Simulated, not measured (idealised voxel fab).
process module | voxel wiring stack
cross-section cut | 210 nm wide | cells 5 nm
A cross-section is a grid of square cells, given in bands from the top down. A band is one or more rows of cells.
Each band's line starts with the height of the band's top and of its bottom, in nm. Then come its materials from left to right, each with its width in nm. One material with "throughout" fills the band from edge to edge. "air" is empty space.
Height 0 is the level under which the wafer as received is all one material. The lowest band goes on downwards, as in "0 down".
A width such as "30 to 40" changes by the same amount from each row of cells to the next, from the band's top row to its bottom row.
"no change" after a step means that no cell of the cross-section changed.
closed voids: empty space of 8 cells or more with no open way to the top, each as width x height at its distance from the left edge, in nm
after a step's settings: what the simulator itself notes on the step
overlay nm, on a step with a mask: how far to the right of its planned place the mask lay; to the left if negative
plan
1 op RECEIVE | material Si
2 op CONFORMAL_DEP | material SiO2 | thk nm 15
3 op DIRECTIONAL_DEP | material TiN | thk nm 5
4 op DIRECTIONAL_DEP | material W | thk nm 25
5 op DIRECTIONAL_DEP | material aC | thk nm 10
6 op PATTERN | tone cover | mask id METAL_1 | material resist | width nm 30 | pitch nm 50 | thk nm 30 | overlay nm 0
7 op DIRECTIONAL_ETCH | etch materials aC | depth nm 10
8 op STRIP | etch materials resist
9 op DIRECTIONAL_ETCH | etch materials W | depth nm 15
10 op DIRECTIONAL_ETCH | etch materials TiN | depth nm 5
11 op STRIP | etch materials aC
12 op CONFORMAL_DEP | material SiCN | thk nm 5
13 op FILL_DEP | material lowk | thk nm 10
14 op CMP | height nm 45
15 op CONFORMAL_DEP | material SiCN | thk nm 5
16 op DIRECTIONAL_DEP | material lowk | thk nm 20
17 op DIRECTIONAL_DEP | material aC | thk nm 10
18 op PATTERN | tone open | mask id PLUG_1 | material resist | width nm 15 | pitch nm 100 | thk nm 25 | overlay nm 0
19 op DIRECTIONAL_ETCH | etch materials aC | depth nm 10
20 op STRIP | etch materials resist
21 op DIRECTIONAL_ETCH | etch materials lowk | depth nm 20
22 op DIRECTIONAL_ETCH | etch materials SiCN | depth nm 5
23 op STRIP | etch materials aC
24 op EPI | material Ru | thk nm 10
25 op EPI | material Ru | thk nm 10
26 op EPI | material Ru | thk nm 5
27 op CONFORMAL_DEP | material SiCN | thk nm 5
28 op DIRECTIONAL_DEP | material SiO2 | thk nm 25
29 op PATTERN | tone open | mask id METAL_2 | material resist | width nm 30 | pitch nm 50 | thk nm 20 | overlay nm 0
30 op DIRECTIONAL_ETCH | etch materials SiO2 | depth nm 25
31 op DIRECTIONAL_ETCH | etch materials SiCN | depth nm 5
32 op STRIP | etch materials resist
33 op CONFORMAL_DEP | material TiN | thk nm 5
34 op FILL_DEP | material Ru | thk nm 10
35 op CMP | height nm 100
36 op CONFORMAL_DEP | material SiCN | thk nm 5
37 op DIRECTIONAL_DEP | material SiO2 | thk nm 30
38 op PATTERN | tone open | mask id METAL_3 | material resist | width nm 30 | pitch nm 50 | thk nm 20 | overlay nm 0
39 op DIRECTIONAL_ETCH | etch materials SiO2 | depth nm 20
40 op STRIP | etch materials resist
41 op MASKED_ETCH | tone open | mask id METAL_3_HOLES | width nm 15 | pitch nm 50 | etch materials SiO2 | depth nm 10 | overlay nm 0
42 op MASKED_ETCH | tone open | mask id METAL_3_HOLES | width nm 15 | pitch nm 50 | etch materials SiCN | depth nm 5 | overlay nm 0
43 op CONFORMAL_DEP | material TiN | thk nm 5
44 op FILL_DEP | material Cu | thk nm 5
45 op CMP | height nm 135
46 op CONFORMAL_DEP | material SiCN | thk nm 5
varied across the wafers: depth nm of step 9. The plan shows the first wafer's value. All wafers start alike
first wafer as received, after step 1
  0 down: Si throughout
  closed voids: none
first wafer at the end, after step 46
  140 to 135: SiCN throughout
  135 to 120: SiO2 40 | TiN 5 | Cu 20 | TiN 5 | SiO2 20 | TiN 5 | Cu 20 | TiN 5 | SiO2 20 | TiN 5 | Cu 20 | TiN 5 | SiO2 40
  120 to 115: SiO2 40 | TiN 5 | Cu 5 | TiN 20 | SiO2 20 | TiN 5 | Cu 5 | TiN 20 | SiO2 20 | TiN 5 | Cu 5 | TiN 20 | SiO2 40
  115 to 105: SiO2 40 | TiN 5 | Cu 5 | TiN 5 | SiO2 35 | TiN 5 | Cu 5 | TiN 5 | SiO2 35 | TiN 5 | Cu 5 | TiN 5 | SiO2 55
  105 to 100: SiCN 40 | TiN 15 | SiCN 35 | TiN 15 | SiCN 35 | TiN 15 | SiCN 55
  100 to 75: SiO2 40 | TiN 5 | Ru 20 | TiN 5 | SiO2 20 | TiN 5 | Ru 20 | TiN 5 | SiO2 20 | TiN 5 | Ru 20 | TiN 5 | SiO2 40
  75 to 70: SiCN 40 | TiN 30 | SiCN 20 | TiN 30 | SiCN 20 | TiN 30 | SiCN 40
  70 to 50: lowk 40 | Ru 15 | lowk 85 | Ru 15 | lowk 55
  50 to 45: SiCN 40 | Ru 15 | SiCN 85 | Ru 15 | SiCN 55
  45 to 35: lowk 35 | SiCN 5 | W 30 | SiCN 5 | lowk 10 | SiCN 5 | W 30 | SiCN 5 | lowk 10 | SiCN 5 | W 30 | SiCN 5 | lowk 35
  35 to 30: SiCN 40 | W 30 | SiCN 20 | W 30 | SiCN 20 | W 30 | SiCN 40
  30 to 20: W throughout
  20 to 15: TiN throughout
  15 to 0: SiO2 throughout
  0 down: Si throughout
  closed voids: none
last wafer at the end
  140 to 135: SiCN throughout
  135 to 120: SiO2 40 | TiN 5 | Cu 20 | TiN 5 | SiO2 20 | TiN 5 | Cu 20 | TiN 5 | SiO2 20 | TiN 5 | Cu 20 | TiN 5 | SiO2 40
  120 to 115: SiO2 40 | TiN 5 | Cu 5 | TiN 20 | SiO2 20 | TiN 5 | Cu 5 | TiN 20 | SiO2 20 | TiN 5 | Cu 5 | TiN 20 | SiO2 40
  115 to 105: SiO2 40 | TiN 5 | Cu 5 | TiN 5 | SiO2 35 | TiN 5 | Cu 5 | TiN 5 | SiO2 35 | TiN 5 | Cu 5 | TiN 5 | SiO2 55
  105 to 100: SiCN 40 | TiN 15 | SiCN 35 | TiN 15 | SiCN 35 | TiN 15 | SiCN 55
  100 to 75: SiO2 40 | TiN 5 | Ru 20 | TiN 5 | SiO2 20 | TiN 5 | Ru 20 | TiN 5 | SiO2 20 | TiN 5 | Ru 20 | TiN 5 | SiO2 40
  75 to 70: SiCN 40 | TiN 30 | SiCN 20 | TiN 30 | SiCN 20 | TiN 30 | SiCN 40
  70 to 50: lowk 40 | Ru 15 | lowk 85 | Ru 15 | lowk 55
  50 to 45: SiCN 40 | Ru 15 | SiCN 85 | Ru 15 | SiCN 55
  45 to 20: lowk 35 | SiCN 5 | W 30 | SiCN 5 | lowk 10 | SiCN 5 | W 30 | SiCN 5 | lowk 10 | SiCN 5 | W 30 | SiCN 5 | lowk 35
  20 to 15: SiCN 40 | TiN 30 | SiCN 20 | TiN 30 | SiCN 20 | TiN 30 | SiCN 40
  15 to 0: SiO2 throughout
  0 down: Si throughout
  closed voids: none
each wafer at the end: cells of each material gained (+) or lost (-) since it was received, then its closed voids
depth nm 15 | +45 Cu | +90 Ru | +171 SiCN | +408 SiO2 | +144 TiN | +138 W | +180 lowk | closed voids: none
depth nm 20 | +45 Cu | +90 Ru | +177 SiCN | +408 SiO2 | +144 TiN | +114 W | +198 lowk | closed voids: none
depth nm 25 | +45 Cu | +90 Ru | +189 SiCN | +408 SiO2 | +120 TiN | +90 W | +234 lowk | closed voids: none
depth nm 30 | +45 Cu | +90 Ru | +189 SiCN | +408 SiO2 | +120 TiN | +90 W | +234 lowk | closed voids: none
depth nm 35 | +45 Cu | +90 Ru | +189 SiCN | +408 SiO2 | +120 TiN | +90 W | +234 lowk | closed voids: none
depth nm 40 | +45 Cu | +90 Ru | +189 SiCN | +408 SiO2 | +120 TiN | +90 W | +234 lowk | closed voids: none
